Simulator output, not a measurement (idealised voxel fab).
This section sets out a process module, namely voxel self aligned vias.
Square cells of 5 nm make up the cross-section cut, whose width is 155 nm.
Cross-section layout: square cells on a grid; listed as bands, top to bottom; a band spans one or more cell rows.
Band: top height; bottom height; in nm. Then, left to right: material with width in nm, for each material. "all across": a single material spanning edge to edge. "air": empty space.
A quick word on heights: they are counted from 0, and under that level the wafer as it came to us is one material throughout. The lowest band is different from the rest in having no bottom; it simply continues downward, written as in "top 0, no bottom".
So if you see something like "30..40" for the width, read it as the top row of the band sitting at the first number and the bottom row at the second, with every row in between moving by the same amount as the last.
Reading "no modifications" for a step: not a cell of the cross-section changed in it.
You'll see "Fully sealed voids" listing empty spaces that have no way open to the top, as long as they're 8 cells or more; the notation is width x height at distance, where the distance is from the left edge, and all of it is in nm.
Where a step's line continues beyond its settings, the continuation is a remark by the simulator itself on that step.
A step line may carry the setting "overlay nm", which, for steps involving a mask, states the distance by which the mask lay to the right of its intended position; negative values denote displacement to the left.
Process steps foreseen in the plan:
1,op RECEIVE | material Si
2,op CONFORMAL_DEP | material SiO2 | thk nm 15
3,op CONFORMAL_DEP | material SiCN | thk nm 5
4,op DIRECTIONAL_DEP | material SiO2 | thk nm 25
5,op PATTERN | tone open | mask id LINES | material resist | width nm 30 | pitch nm 55 | thk nm 15 | overlay nm 0
6,op DIRECTIONAL_ETCH | etch materials SiO2 | depth nm 25
7,op STRIP | etch materials resist
8,op CONFORMAL_DEP | material TiN | thk nm 5
9,op FILL_DEP | material W | thk nm 10
10,op CMP | height nm 45
11,op SELECTIVE_ETCH | etch materials W Ru TiN | depth nm 5
12,op FILL_DEP | material SiN | thk nm 10
13,op CMP | height nm 45
14,op DIRECTIONAL_DEP | material SiO2 | thk nm 15
15,op MASKED_ETCH | tone open | mask id VIAS | width nm 40 | pitch nm 55 | etch materials SiO2 | depth nm 15 | overlay nm 0
16,op MASKED_ETCH | tone open | mask id VIAS | width nm 40 | pitch nm 55 | etch materials SiN | depth nm 5 | overlay nm 0
17,op CONFORMAL_DEP | material TiN | thk nm 5
18,op FILL_DEP | material Ru | thk nm 10
19,op CMP | height nm 60
20,op CONFORMAL_DEP | material SiCN | thk nm 5
Cross-section of the wafer at receipt, which is the condition after step 1:
* top 0, no bottom: Si all across
* Fully sealed voids: none
First of two wafers at the end of the module, shown in cross-section; run carried out as planned:
* top 65, bottom 60: SiCN all across
* top 60, bottom 50: 30 nm SiO2 / 5 nm TiN / 30 nm Ru / 5 nm TiN / 15 nm SiO2 / 5 nm TiN / 30 nm Ru / 5 nm TiN / 30 nm SiO2
* top 50, bottom 45: 30 nm SiO2 / 10 nm TiN / 20 nm Ru / 10 nm TiN / 15 nm SiO2 / 10 nm TiN / 20 nm Ru / 10 nm TiN / 30 nm SiO2
* top 45, bottom 40: 35 nm SiO2 / 30 nm TiN / 25 nm SiO2 / 30 nm TiN / 35 nm SiO2
* top 40, bottom 25: 35 nm SiO2 / 5 nm TiN / 20 nm W / 5 nm TiN / 25 nm SiO2 / 5 nm TiN / 20 nm W / 5 nm TiN / 35 nm SiO2
* top 25, bottom 20: 35 nm SiO2 / 30 nm TiN / 25 nm SiO2 / 30 nm TiN / 35 nm SiO2
* top 20, bottom 15: SiCN all across
* top 15, bottom 0: SiO2 all across
* top 0, no bottom: Si all across
* Fully sealed voids: none
This is the second of the two wafers, cross-sectioned at the end of the module; it started exactly like the first and was given the same plan, but it was run with one mistake:
* top 65, bottom 60: SiCN all across
* top 60, bottom 50: 35 nm SiO2 / 5 nm TiN / 25 nm Ru / 5 nm TiN / 20 nm SiO2 / 5 nm TiN / 25 nm Ru / 5 nm TiN / 30 nm SiO2
* top 50, bottom 45: 35 nm SiO2 / 5 nm TiN / 20 nm Ru / 10 nm TiN / 20 nm SiO2 / 5 nm TiN / 20 nm Ru / 10 nm TiN / 30 nm SiO2
* top 45, bottom 40: 35 nm SiO2 / 30 nm TiN / 25 nm SiO2 / 30 nm TiN / 35 nm SiO2
* top 40, bottom 25: 35 nm SiO2 / 5 nm TiN / 20 nm W / 5 nm TiN / 25 nm SiO2 / 5 nm TiN / 20 nm W / 5 nm TiN / 35 nm SiO2
* top 25, bottom 20: 35 nm SiO2 / 30 nm TiN / 25 nm SiO2 / 30 nm TiN / 35 nm SiO2
* top 20, bottom 15: SiCN all across
* top 15, bottom 0: SiO2 all across
* top 0, no bottom: Si all across
* Fully sealed voids: none
Finding, execution versus plan: step 15 was processed under conditions differing from the plan, specifically as op MASKED_ETCH | tone open | mask id VIAS | width nm 35 | pitch nm 55 | etch materials SiO2 | depth nm 15 | overlay nm 0
End check, counted in cells, second wafer has more or fewer of these materials than the first: Ru: 4 fewer | SiO2: 6 more | TiN: 2 fewer
